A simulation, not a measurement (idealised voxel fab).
The following is a process module called voxel tone inversion.
cross-section cut | 255 nm wide | cells 5 nm
Cross-section, as written here: a square-cell grid given band by band from the top down, where a band holds one or more rows of cells.
Top height, bottom height, nm. Materials left to right, width each, nm. Single material + "full width" = fills band edge to edge. "empty" = empty.
We count height from 0. Below that, the starting wafer is all one material. The lowest band never ends at the bottom but goes on down; see "z 0 and below" for how that is written.
A width given as "30->40" starts at the first number in the band's top row and ends at the second number in its bottom row, shifting by an equal amount at every step from row to row.
Step marked "no alterations made"? Then no cell in the cross-section changed in it.
The list in "Enclosed cavity list" covers empty spaces of 8 cells or more that cannot reach the top through any open way, and it gives each as width x height at distance; the distance is from the left edge, and width, height and distance are in nm.
That trailing text on a step's line, after the settings, is the simulator's own remark on the step.
You can add "overlay nm" to a step's line. For a step with a mask, it describes how far the mask lay to the right of its planned position, and a negative number describes a lay to the left.

Process steps - plan:
1,RECEIVE [material Si]
2,CONFORMAL_DEP [material SiCN] [thk nm 10]
3,DIRECTIONAL_DEP [material aC] [thk nm 20]
4,PATTERN [tone cover] [mask id POSTS] [material resist] [width nm 25] [pitch nm 50] [thk nm 25] [overlay nm 0]
5,DIRECTIONAL_ETCH [etch materials aC] [depth nm 20]
6,STRIP [etch materials resist]
7,FILL_DEP [material SiO2] [thk nm 10]
8,CMP [height nm 30]
9,STRIP [etch materials aC]

Of two wafers, the first: run according to plan:

Wafer as received: cross-section following step 1:
	z 0 and below  Si full width
	Enclosed cavity list: none

Wafer xsec, post step 2:
	z 10 to 0  SiCN full width
	Below 0 it's all the same as before, nothing changed down there.

Wafer xsec, post step 3:
	z 30 to 10  aC full width
	Below 10 it's all the same as before, nothing changed down there.

Wafer xsec, post step 4:
	z 55 to 30  empty 40 nm, resist 25 nm, empty 25 nm, resist 25 nm, empty 25 nm, resist 25 nm, empty 25 nm, resist 25 nm, empty 40 nm
	Below 30 it's all the same as before, nothing changed down there.

Wafer xsec, post step 5:
	z 35 to 30  empty 40 nm, resist 25 nm, empty 25 nm, resist 25 nm, empty 25 nm, resist 25 nm, empty 25 nm, resist 25 nm, empty 40 nm
	z 30 to 10  empty 40 nm, aC 25 nm, empty 25 nm, aC 25 nm, empty 25 nm, aC 25 nm, empty 25 nm, aC 25 nm, empty 40 nm
	Below 10 it's all the same as before, nothing changed down there.

Wafer xsec, post step 6:
	z 30 to 10  empty 40 nm, aC 25 nm, empty 25 nm, aC 25 nm, empty 25 nm, aC 25 nm, empty 25 nm, aC 25 nm, empty 40 nm
	Below 10 it's all the same as before, nothing changed down there.

Wafer xsec, post step 7:
	z 40 to 30  SiO2 full width
	z 30 to 10  SiO2 40 nm, aC 25 nm, SiO2 25 nm, aC 25 nm, SiO2 25 nm, aC 25 nm, SiO2 25 nm, aC 25 nm, SiO2 40 nm
	Below 10 it's all the same as before, nothing changed down there.

Wafer xsec, post step 8:
	z 30 to 10  SiO2 40 nm, aC 25 nm, SiO2 25 nm, aC 25 nm, SiO2 25 nm, aC 25 nm, SiO2 25 nm, aC 25 nm, SiO2 40 nm
	Below 10 it's all the same as before, nothing changed down there.

Wafer xsec, post step 9:
	z 30 to 10  SiO2 40 nm, empty 25 nm, SiO2 25 nm, empty 25 nm, SiO2 25 nm, empty 25 nm, SiO2 25 nm, empty 25 nm, SiO2 40 nm
	Below 10 it's all the same as before, nothing changed down there.

Second wafer. Start and plan as for the first. One mistake made in running. Agrees with the first up to and including step 3:

Cross-section of the second wafer at the time by which step 4 should have been completed according to the plan:
	z 55 to 30  resist 40 nm, empty 25 nm, resist 25 nm, empty 25 nm, resist 25 nm, empty 25 nm, resist 25 nm, empty 25 nm, resist 40 nm
	Below 30 it's all the same as before, nothing changed down there.

Cross-section of the second wafer at the time by which step 5 should have been completed according to the plan:
	z 35 to 30  resist 40 nm, empty 25 nm, resist 25 nm, empty 25 nm, resist 25 nm, empty 25 nm, resist 25 nm, empty 25 nm, resist 40 nm
	z 30 to 10  aC 40 nm, empty 25 nm, aC 25 nm, empty 25 nm, aC 25 nm, empty 25 nm, aC 25 nm, empty 25 nm, aC 40 nm
	Below 10 it's all the same as before, nothing changed down there.

Cross-section of the second wafer at the time by which step 6 should have been completed according to the plan:
	z 30 to 10  aC 40 nm, empty 25 nm, aC 25 nm, empty 25 nm, aC 25 nm, empty 25 nm, aC 25 nm, empty 25 nm, aC 40 nm
	Below 10 it's all the same as before, nothing changed down there.

Cross-section of the second wafer at the time by which step 7 should have been completed according to the plan:
	z 40 to 30  SiO2 full width
	z 30 to 10  aC 40 nm, SiO2 25 nm, aC 25 nm, SiO2 25 nm, aC 25 nm, SiO2 25 nm, aC 25 nm, SiO2 25 nm, aC 40 nm
	Below 10 it's all the same as before, nothing changed down there.

Cross-section of the second wafer at the time by which step 8 should have been completed according to the plan:
	z 30 to 10  aC 40 nm, SiO2 25 nm, aC 25 nm, SiO2 25 nm, aC 25 nm, SiO2 25 nm, aC 25 nm, SiO2 25 nm, aC 40 nm
	Below 10 it's all the same as before, nothing changed down there.

Cross-section of the second wafer at the time by which step 9 should have been completed according to the plan:
	z 30 to 10  empty 40 nm, SiO2 25 nm, empty 25 nm, SiO2 25 nm, empty 25 nm, SiO2 25 nm, empty 25 nm, SiO2 25 nm, empty 40 nm
	Below 10 it's all the same as before, nothing changed down there.
Plan not followed: it should be noted that step 4 was executed with settings other than those planned, the operation and settings actually applied being PATTERN [tone open] [mask id POSTS] [material resist] [width nm 25] [pitch nm 50] [thk nm 25] [overlay nm 0]
Heads up, by the end the second wafer has more or fewer cells of some materials compared to the first: -44 SiO2
